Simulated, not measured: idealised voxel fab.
Proc. module: voxel wiring stack
Cross-section cut: width 275 nm, square cells of 5 nm.
When this document writes out a cross-section, it uses a grid of square cells and lists it as bands, beginning at the top and moving down, with a band standing for one or more rows of cells.
Heads up on the band format: heights come first, top then bottom, in nm. After that it's the materials left to right, each with its width in nm. A single material flagged "everywhere" fills the whole band edge to edge, and "blank" means there's empty space there.
Heads up on the height convention: 0 is the point under which the incoming wafer is all one material, and the lowest band has no bottom, it just keeps going down, like "top 0, no bottom".
Quick explanation for "30..40": the width changes in equal steps down the rows of cells, from the first number in the band's top row to the second number in its bottom row.
Step marked "remains unaltered"? Then no cell in the cross-section changed in it.
"Closed internal cavities" lists enclosed empty spaces (at least 8 cells, no open path upward to the top), each as width x height at distance from the left edge, in nm.
Note: text after step settings on the step line = simulator remark on that step.
"overlay nm" on a masked step: distance the mask lay right of its planned place, negative for left.

Planned process steps
- 1: RECEIVE | material Si
- 2: CONFORMAL_DEP | material SiO2 | thk nm 15
- 3: DIRECTIONAL_DEP | material TiN | thk nm 5
- 4: DIRECTIONAL_DEP | material W | thk nm 25
- 5: DIRECTIONAL_DEP | material aC | thk nm 10
- 6: PATTERN | tone cover | mask id METAL_1 | material resist | width nm 25 | pitch nm 55 | thk nm 30 | overlay nm 0
- 7: DIRECTIONAL_ETCH | etch materials aC | depth nm 10
- 8: STRIP | etch materials resist
- 9: DIRECTIONAL_ETCH | etch materials W | depth nm 25
- 10: DIRECTIONAL_ETCH | etch materials TiN | depth nm 5
- 11: STRIP | etch materials aC
- 12: FILL_DEP | material SiO2 | thk nm 5
- 13: CMP | height nm 45
- 14: CONFORMAL_DEP | material SiCN | thk nm 5
- 15: DIRECTIONAL_DEP | material SiO2 | thk nm 15
- 16: DIRECTIONAL_DEP | material aC | thk nm 15
- 17: PATTERN | tone open | mask id PLUG_1 | material resist | width nm 15 | pitch nm 110 | thk nm 35 | overlay nm 0
- 18: DIRECTIONAL_ETCH | etch materials aC | depth nm 15
- 19: STRIP | etch materials resist
- 20: DIRECTIONAL_ETCH | etch materials SiO2 | depth nm 15
- 21: DIRECTIONAL_ETCH | etch materials SiCN | depth nm 5
- 22: STRIP | etch materials aC
- 23: CONFORMAL_DEP | material TiN | thk nm 5
- 24: FILL_DEP | material Cu | thk nm 10
- 25: CMP | height nm 65
- 26: DIRECTIONAL_DEP | material TiN | thk nm 5
- 27: DIRECTIONAL_DEP | material W | thk nm 15
- 28: PATTERN | tone cover | mask id METAL_2 | material resist | width nm 25 | pitch nm 55 | thk nm 20 | overlay nm 0
- 29: DIRECTIONAL_ETCH | etch materials W | depth nm 15
- 30: DIRECTIONAL_ETCH | etch materials TiN | depth nm 5
- 31: STRIP | etch materials resist
- 32: CONFORMAL_DEP | material SiCN | thk nm 5
- 33: FILL_DEP | material SiO2 | thk nm 10
- 34: CMP | height nm 85
- 35: CONFORMAL_DEP | material SiCN | thk nm 5
- 36: DIRECTIONAL_DEP | material SiO2 | thk nm 25
- 37: PATTERN | tone open | mask id METAL_3 | material resist | width nm 25 | pitch nm 55 | thk nm 20 | overlay nm 0
- 38: DIRECTIONAL_ETCH | etch materials SiO2 | depth nm 15
- 39: STRIP | etch materials resist
- 40: PATTERN | tone open | mask id METAL_3_HOLES | material resist | width nm 15 | pitch nm 55 | thk nm 20 | overlay nm 0
- 41: DIRECTIONAL_ETCH | etch materials SiO2 | depth nm 10
- 42: DIRECTIONAL_ETCH | etch materials SiCN | depth nm 5
- 43: STRIP | etch materials resist
- 44: CONFORMAL_DEP | material TiN | thk nm 5
- 45: FILL_DEP | material Ru | thk nm 5
- 46: CMP | height nm 115
- 47: CONFORMAL_DEP | material SiCN | thk nm 5
- 48: DIRECTIONAL_DEP | material lowk | thk nm 30
- 49: DIRECTIONAL_DEP | material aC | thk nm 15
- 50: PATTERN | tone open | mask id METAL_4 | material resist | width nm 25 | pitch nm 55 | thk nm 35 | overlay nm 0
- 51: DIRECTIONAL_ETCH | etch materials aC | depth nm 15
- 52: STRIP | etch materials resist
- 53: DIRECTIONAL_ETCH | etch materials lowk | depth nm 15
- 54: STRIP | etch materials aC
- 55: DIRECTIONAL_DEP | material aC | thk nm 10
- 56: PATTERN | tone open | mask id METAL_4_HOLES | material resist | width nm 15 | pitch nm 55 | thk nm 25 | overlay nm 0
- 57: DIRECTIONAL_ETCH | etch materials aC | depth nm 10
- 58: STRIP | etch materials resist
- 59: DIRECTIONAL_ETCH | etch materials lowk | depth nm 15
- 60: DIRECTIONAL_ETCH | etch materials SiCN | depth nm 5
- 61: STRIP | etch materials aC
- 62: CONFORMAL_DEP | material TiN | thk nm 5
- 63: FILL_DEP | material Cu | thk nm 10
- 64: CMP | height nm 150
- 65: CONFORMAL_DEP | material SiN | thk nm 5
Every wafer here starts from the same state; it is the step 14 thk nm that distinguishes them, and the value the plan gives belongs to the first wafer.

As-received cross-section, first of several wafers, post step 1
top 0, no bottom  Si everywhere
Closed internal cavities: none

End-of-module cross-section, first of several wafers, after last step 65
top 155, bottom 150  SiN everywhere
top 150, bottom 140  40 of lowk; 5 of TiN; 15 of Cu; 5 of TiN; 30 of lowk; 5 of TiN; 15 of Cu; 5 of TiN; 30 of lowk; 5 of TiN; 15 of Cu; 5 of TiN; 30 of lowk; 5 of TiN; 15 of Cu; 5 of TiN; 45 of lowk
top 140, bottom 135  40 of lowk; 5 of TiN; 5 of Cu; 15 of TiN; 30 of lowk; 5 of TiN; 5 of Cu; 15 of TiN; 30 of lowk; 5 of TiN; 5 of Cu; 15 of TiN; 30 of lowk; 5 of TiN; 5 of Cu; 15 of TiN; 45 of lowk
top 135, bottom 120  40 of lowk; 5 of TiN; 5 of Cu; 5 of TiN; 40 of lowk; 5 of TiN; 5 of Cu; 5 of TiN; 40 of lowk; 5 of TiN; 5 of Cu; 5 of TiN; 40 of lowk; 5 of TiN; 5 of Cu; 5 of TiN; 55 of lowk
top 120, bottom 115  40 of SiCN; 15 of TiN; 40 of SiCN; 15 of TiN; 40 of SiCN; 15 of TiN; 40 of SiCN; 15 of TiN; 55 of SiCN
top 115, bottom 105  40 of SiO2; 5 of TiN; 15 of Ru; 5 of TiN; 30 of SiO2; 5 of TiN; 15 of Ru; 5 of TiN; 30 of SiO2; 5 of TiN; 15 of Ru; 5 of TiN; 30 of SiO2; 5 of TiN; 15 of Ru; 5 of TiN; 45 of SiO2
top 105, bottom 100  40 of SiO2; 5 of TiN; 5 of Ru; 15 of TiN; 30 of SiO2; 5 of TiN; 5 of Ru; 15 of TiN; 30 of SiO2; 5 of TiN; 5 of Ru; 15 of TiN; 30 of SiO2; 5 of TiN; 5 of Ru; 15 of TiN; 45 of SiO2
top 100, bottom 90  40 of SiO2; 5 of TiN; 5 of Ru; 5 of TiN; 40 of SiO2; 5 of TiN; 5 of Ru; 5 of TiN; 40 of SiO2; 5 of TiN; 5 of Ru; 5 of TiN; 40 of SiO2; 5 of TiN; 5 of Ru; 5 of TiN; 55 of SiO2
top 90, bottom 85  40 of SiCN; 15 of TiN; 40 of SiCN; 15 of TiN; 40 of SiCN; 15 of TiN; 40 of SiCN; 15 of TiN; 55 of SiCN
top 85, bottom 70  35 of SiO2; 5 of SiCN; 25 of W; 5 of SiCN; 20 of SiO2; 5 of SiCN; 25 of W; 5 of SiCN; 20 of SiO2; 5 of SiCN; 25 of W; 5 of SiCN; 20 of SiO2; 5 of SiCN; 25 of W; 5 of SiCN; 40 of SiO2
top 70, bottom 65  40 of SiCN; 25 of TiN; 30 of SiCN; 25 of TiN; 30 of SiCN; 25 of TiN; 30 of SiCN; 25 of TiN; 45 of SiCN
top 65, bottom 50  40 of SiO2; 5 of TiN; 5 of Cu; 5 of TiN; 95 of SiO2; 5 of TiN; 5 of Cu; 5 of TiN; 110 of SiO2
top 50, bottom 45  40 of SiCN; 15 of TiN; 95 of SiCN; 15 of TiN; 110 of SiCN
top 45, bottom 20  40 of SiO2; 25 of W; 30 of SiO2; 25 of W; 30 of SiO2; 25 of W; 30 of SiO2; 25 of W; 45 of SiO2
top 20, bottom 15  40 of SiO2; 25 of TiN; 30 of SiO2; 25 of TiN; 30 of SiO2; 25 of TiN; 30 of SiO2; 25 of TiN; 45 of SiO2
top 15, bottom 0  SiO2 everywhere
top 0, no bottom  Si everywhere
Closed internal cavities: none

Cross-section, last wafer, module completion
top 155, bottom 150  SiN everywhere
top 150, bottom 140  40 of lowk; 5 of TiN; 15 of Cu; 5 of TiN; 30 of lowk; 5 of TiN; 15 of Cu; 5 of TiN; 30 of lowk; 5 of TiN; 15 of Cu; 5 of TiN; 30 of lowk; 5 of TiN; 15 of Cu; 5 of TiN; 45 of lowk
top 140, bottom 135  40 of lowk; 5 of TiN; 5 of Cu; 15 of TiN; 30 of lowk; 5 of TiN; 5 of Cu; 15 of TiN; 30 of lowk; 5 of TiN; 5 of Cu; 15 of TiN; 30 of lowk; 5 of TiN; 5 of Cu; 15 of TiN; 45 of lowk
top 135, bottom 120  40 of lowk; 5 of TiN; 5 of Cu; 5 of TiN; 40 of lowk; 5 of TiN; 5 of Cu; 5 of TiN; 40 of lowk; 5 of TiN; 5 of Cu; 5 of TiN; 40 of lowk; 5 of TiN; 5 of Cu; 5 of TiN; 55 of lowk
top 120, bottom 115  40 of SiCN; 15 of TiN; 40 of SiCN; 15 of TiN; 40 of SiCN; 15 of TiN; 40 of SiCN; 15 of TiN; 55 of SiCN
top 115, bottom 105  40 of SiO2; 5 of TiN; 15 of Ru; 5 of TiN; 30 of SiO2; 5 of TiN; 15 of Ru; 5 of TiN; 30 of SiO2; 5 of TiN; 15 of Ru; 5 of TiN; 30 of SiO2; 5 of TiN; 15 of Ru; 5 of TiN; 45 of SiO2
top 105, bottom 100  40 of SiO2; 5 of TiN; 5 of Ru; 15 of TiN; 30 of SiO2; 5 of TiN; 5 of Ru; 15 of TiN; 30 of SiO2; 5 of TiN; 5 of Ru; 15 of TiN; 30 of SiO2; 5 of TiN; 5 of Ru; 15 of TiN; 45 of SiO2
top 100, bottom 90  40 of SiO2; 5 of TiN; 5 of Ru; 5 of TiN; 40 of SiO2; 5 of TiN; 5 of Ru; 5 of TiN; 40 of SiO2; 5 of TiN; 5 of Ru; 5 of TiN; 40 of SiO2; 5 of TiN; 5 of Ru; 5 of TiN; 55 of SiO2
top 90, bottom 85  40 of SiCN; 15 of TiN; 40 of SiCN; 15 of TiN; 40 of SiCN; 15 of TiN; 40 of SiCN; 15 of TiN; 55 of SiCN
top 85, bottom 70  35 of SiO2; 5 of SiCN; 25 of W; 5 of SiCN; 20 of SiO2; 5 of SiCN; 25 of W; 5 of SiCN; 20 of SiO2; 5 of SiCN; 25 of W; 5 of SiCN; 20 of SiO2; 5 of SiCN; 25 of W; 5 of SiCN; 40 of SiO2
top 70, bottom 65  40 of SiCN; 25 of TiN; 30 of SiCN; 25 of TiN; 30 of SiCN; 25 of TiN; 30 of SiCN; 25 of TiN; 45 of SiCN
top 65, bottom 60  40 of SiCN; 15 of TiN; 95 of SiCN; 15 of TiN; 110 of SiCN
top 60, bottom 45  SiCN everywhere
top 45, bottom 20  40 of SiO2; 25 of W; 30 of SiO2; 25 of W; 30 of SiO2; 25 of W; 30 of SiO2; 25 of W; 45 of SiO2
top 20, bottom 15  40 of SiO2; 25 of TiN; 30 of SiO2; 25 of TiN; 30 of SiO2; 25 of TiN; 30 of SiO2; 25 of TiN; 45 of SiO2
top 15, bottom 0  SiO2 everywhere
top 0, no bottom  Si everywhere
Closed internal cavities: none

Row per wafer, end-of-module: cell gain (+)/loss (-) by material since the wafer came in, then closed voids
thk nm 5 | +46 Cu | +36 Ru | +194 SiCN | +55 SiN | +794 SiO2 | +186 TiN | +160 W | +234 lowk | Closed internal cavities: none
thk nm 10 | +44 Cu | +36 Ru | +249 SiCN | +55 SiN | +745 SiO2 | +182 TiN | +160 W | +234 lowk | Closed internal cavities: none
thk nm 15 | +42 Cu | +36 Ru | +304 SiCN | +55 SiN | +696 SiO2 | +178 TiN | +160 W | +234 lowk | Closed internal cavities: none
thk nm 20 | +40 Cu | +36 Ru | +359 SiCN | +55 SiN | +647 SiO2 | +174 TiN | +160 W | +234 lowk | Closed internal cavities: none
